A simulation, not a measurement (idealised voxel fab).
process module | voxel double patterning
Section cut is 205 nm wide and gridded with 5 nm square cells.
A cross-section in this document is a grid of square cells, and it is written down as bands, the top band listed before the ones below it; a band is made up of one or more rows of cells.
Look at the band entry: it leads with the top's height and the bottom's height in nm. Then it lists the materials left to right, with a width in nm for each. The word "everywhere" on a single material says that material fills the band edge to edge. The word "empty" is empty space.
For the purposes of this specification, 0 denotes the height below which the wafer in its as-received condition is composed wholly of one material, and the lowermost band, lacking a lower limit, extends downward without end, as expressed in "0 and below".
Width "30..40": first value at the band's top row of cells, second value at its bottom row, equal change from row to row.
For the purposes of this document, the phrase "changes: none" attached to a step denotes that no cell within the cross-section was modified by that step.
Listed in "Unvented cavities": every empty space of 8 or more cells without an open way to the top. Form: width x height at distance, the distance being from the left edge, all in nm.
On each step's line, the part that comes after the settings is the simulator's own comment on the step.
For masked steps, "overlay nm" on the step line gives how far right of plan the mask actually lay; a minus sign means it lay to the left.

[Listed below are the process steps as planned]
1) RECEIVE,material Si
2) CONFORMAL_DEP,material SiO2,thk nm 5
3) DIRECTIONAL_DEP,material W,thk nm 10
4) DIRECTIONAL_DEP,material SiN,thk nm 10
5) PATTERN,tone open,mask id FIRST,material resist,width nm 15,pitch nm 50,thk nm 15,overlay nm 0
6) DIRECTIONAL_ETCH,etch materials SiN,depth nm 10
7) STRIP,etch materials resist
8) MASKED_ETCH,tone open,mask id SECOND,width nm 15,etch materials SiN,depth nm 10,overlay nm 0
9) DIRECTIONAL_ETCH,etch materials W,depth nm 10
10) STRIP,etch materials SiN

[Cross-section of the wafer as it came to us, i.e., already through step 1]
- 0 and below = Si everywhere
- Unvented cavities: none

[Run as planned - first of the two wafers cross-sectioned at the end of the module]
- 15 down to 5 = 70 W; 15 empty; 10 W; 15 empty; 10 W; 15 empty; 70 W
- 5 down to 0 = SiO2 everywhere
- 0 and below = Si everywhere
- Unvented cavities: none

[Presented here is a cross-section of the second of the two wafers as it stood at the end of the module. It was started in the same manner and assigned the same plan as the first wafer; however, one mistake was made in its execution]
- 10 down to 5 = 70 W; 15 empty; 10 W; 15 empty; 10 W; 15 empty; 70 W
- 5 down to 0 = SiO2 everywhere
- 0 and below = Si everywhere
- Unvented cavities: none
Run error: step 3 was not run as planned; what actually ran was DIRECTIONAL_DEP,material W,thk nm 5
Final tally in cells, some materials are higher or lower on the second wafer than on the first: -32 W
